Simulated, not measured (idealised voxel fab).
process module | voxel capacitor over wiring
The cross-section on display is named cut; it measures 200 nm wide, and its cells are 5 nm squares.
How to read a cross-section here: the picture is a grid of square cells, written as bands going from the top down, and any band can span one or more rows of cells.
First you get the band's top height and its bottom height, in nm, and then the materials it's made of, left to right, with each width in nm. If you see a single material with "edge to edge", that one covers the band edge to edge. "empty" is empty space.
The reference from which all heights are counted is 0, the level beneath which the as-received wafer is entirely one material; the lowest band, having no lower bound, proceeds downward and is written after the example "0 -> down".
The width entry "30 to 40" should be interpreted row by row: the top row of cells in the band takes the first number, the bottom row takes the second number, and the change between adjacent rows is uniform throughout.
Any step labelled "no modification" changed none of the cells in the cross-section.
"Closed internal voids" contains a list of empty spaces, each no smaller than 8 cells and without an open way to the top, written in the form width x height at distance with the distance from the left edge and all three in nm.
That trailing text on a step's line, after the settings, is the simulator's own remark on the step.
overlay nm: on a step with a mask, how far right of its planned place the mask lay; negative means left.
plan:
1) RECEIVE,material Si
2) CONFORMAL_DEP,material SiO2,thk nm 15
3) DIRECTIONAL_DEP,material TiN,thk nm 5
4) DIRECTIONAL_DEP,material Ru,thk nm 20
5) DIRECTIONAL_DEP,material aC,thk nm 10
6) PATTERN,tone cover,mask id METAL_1,material resist,width nm 30,pitch nm 100,thk nm 25,overlay nm 0
7) DIRECTIONAL_ETCH,etch materials aC,depth nm 10
8) STRIP,etch materials resist
9) DIRECTIONAL_ETCH,etch materials Ru,depth nm 20
10) DIRECTIONAL_ETCH,etch materials TiN,depth nm 5
11) STRIP,etch materials aC
12) FILL_DEP,material lowk,thk nm 10
13) CMP,height nm 40
14) CONFORMAL_DEP,material SiCN,thk nm 5
15) DIRECTIONAL_DEP,material lowk,thk nm 15
16) DIRECTIONAL_DEP,material aC,thk nm 15
17) PATTERN,tone open,mask id PLUG_1,material resist,width nm 15,thk nm 35,overlay nm 0
18) DIRECTIONAL_ETCH,etch materials aC,depth nm 15
19) STRIP,etch materials resist
20) DIRECTIONAL_ETCH,etch materials lowk,depth nm 15
21) DIRECTIONAL_ETCH,etch materials SiCN,depth nm 5
22) STRIP,etch materials aC
23) EPI,material Ru,thk nm 10
24) EPI,material Ru,thk nm 10
25) DIRECTIONAL_DEP,material TiN,thk nm 10
26) DIRECTIONAL_DEP,material Al2O3,thk nm 5
27) DIRECTIONAL_DEP,material TiN,thk nm 5
28) PATTERN,tone cover,mask id UPPER_PLATE,material resist,width nm 75,thk nm 15,overlay nm 0
29) DIRECTIONAL_ETCH,etch materials TiN,depth nm 5
30) DIRECTIONAL_ETCH,etch materials Al2O3,depth nm 5
31) STRIP,etch materials resist
32) DIRECTIONAL_DEP,material aC,thk nm 10
33) PATTERN,tone cover,mask id LOWER_PLATE,material resist,width nm 85,thk nm 25,overlay nm 0
34) DIRECTIONAL_ETCH,etch materials aC,depth nm 10
35) STRIP,etch materials resist
36) DIRECTIONAL_ETCH,etch materials TiN,depth nm 10
37) STRIP,etch materials aC
38) FILL_DEP,material SiO2,thk nm 15
39) CMP,height nm 90
40) DIRECTIONAL_DEP,material aC,thk nm 15
41) PATTERN,tone open,mask id PLUG_2,material resist,width nm 15,thk nm 30,overlay nm 0
42) DIRECTIONAL_ETCH,etch materials aC,depth nm 15
43) STRIP,etch materials resist
44) DIRECTIONAL_ETCH,etch materials SiO2,depth nm 10
45) STRIP,etch materials aC
46) CONFORMAL_DEP,material TiN,thk nm 5
47) FILL_DEP,material Ru,thk nm 10
48) CMP,height nm 90
49) CONFORMAL_DEP,material SiCN,thk nm 5
Delivered wafer in cross-section: state after step 1:
> 0 -> down | Si edge to edge
> Closed internal voids: none
Cross-sectional result after module completion. Note: starting condition and plan are unchanged from above; one processing mistake was made:
> 95 -> 90 | SiCN edge to edge
> 90 -> 85 | SiO2: 50  TiN: 25  SiO2: 125
> 85 -> 80 | SiO2: 50  Al2O3: 25  SiO2: 125
> 80 -> 75 | SiO2: 45  TiN: 80  SiO2: 75
> 75 -> 70 | SiO2: 45  TiN: 30  Al2O3: 50  SiO2: 75
> 70 -> 60 | SiO2: 40  Ru: 35  TiN: 55  SiO2: 70
> 60 -> 45 | lowk: 50  Ru: 15  lowk: 135
> 45 -> 40 | SiCN: 50  Ru: 15  SiCN: 135
> 40 -> 20 | lowk: 35  Ru: 30  lowk: 70  Ru: 30  lowk: 35
> 20 -> 15 | lowk: 35  TiN: 30  lowk: 70  TiN: 30  lowk: 35
> 15 -> 0 | SiO2 edge to edge
> 0 -> down | Si edge to edge
> Closed internal voids: none
What was done differently from what was planned? there is no telling which one of steps 23 and 24, all the same, got done twice
